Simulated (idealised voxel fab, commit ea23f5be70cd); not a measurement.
process module | voxel released beams
cross-section cut | 225 nm wide | cells 5 nm
A cross-section is a grid of square cells, given in bands from the top down. A band is one or more rows of cells.
Each band's line starts with the height of the band's top and of its bottom, in nm. Then come its materials from left to right, each with its width in nm. One material with "throughout" fills the band from edge to edge. "air" is empty space.
Height 0 is the level under which the wafer as received is all one material. The lowest band goes on downwards, as in "0 down".
A width such as "30 to 40" changes by the same amount from each row of cells to the next, from the band's top row to its bottom row.
"no change" after a step means that no cell of the cross-section changed.
closed voids: empty space of 8 cells or more with no open way to the top, each as width x height at its distance from the left edge, in nm
after a step's settings: what the simulator itself notes on the step
overlay nm, on a step with a mask: how far to the right of its planned place the mask lay; to the left if negative
plan
1 op RECEIVE | material Si
2 op CONFORMAL_DEP | material Al2O3 | thk nm 5
3 op DIRECTIONAL_DEP | material SiO2 | thk nm 20
4 op MASKED_ETCH | tone open | mask id ANCHOR | width nm 40 | etch materials SiO2 | depth nm 20 | overlay nm 0
5 op CONFORMAL_DEP | material SiN | thk nm 15
6 op MASKED_ETCH | tone cover | mask id BEAM | width nm 120 | etch materials SiN | depth nm 15 | overlay nm 0
7 op STRIP | etch materials SiO2
first wafer, as planned
as received, after step 1
  0 down: Si throughout
  closed voids: none
after step 2
  5 to 0: Al2O3 throughout
  below 0: unchanged
after step 3
  25 to 5: SiO2 throughout
  below 5: unchanged
after step 4
  25 to 5: SiO2 55 | air 40 | SiO2 130
  below 5: unchanged
after step 5
  40 to 25: SiN 70 | air 10 | SiN 145
  25 to 20: SiO2 55 | SiN 15 | air 10 | SiN 15 | SiO2 130
  20 to 5: SiO2 55 | SiN 40 | SiO2 130
  below 5: unchanged
after step 6
  40 to 25: air 50 | SiN 20 | air 10 | SiN 90 | air 55
  below 25: unchanged
after step 7
  40 to 25: air 50 | SiN 20 | air 10 | SiN 90 | air 55
  25 to 20: air 55 | SiN 15 | air 10 | SiN 15 | air 130
  20 to 5: air 55 | SiN 40 | air 130
  below 5: unchanged
second wafer: like start, like plan, one mistake. Through step 5 it matches the first wafer
when step 6 should have ended
  40 to 25: SiN 50 | air 120 | SiN 55
  25 to 5: SiO2 55 | SiN 15 | air 10 | SiN 15 | SiO2 130
  below 5: unchanged
when step 7 should have ended
  25 to 5: air 55 | SiN 15 | air 10 | SiN 15 | air 130
  below 5: unchanged
what went wrong: step 6 ran as: op MASKED_ETCH | tone open | mask id BEAM | width nm 120 | etch materials SiN | depth nm 15 | overlay nm 0
at the end the second wafer has, in cells: 72 fewer of SiN
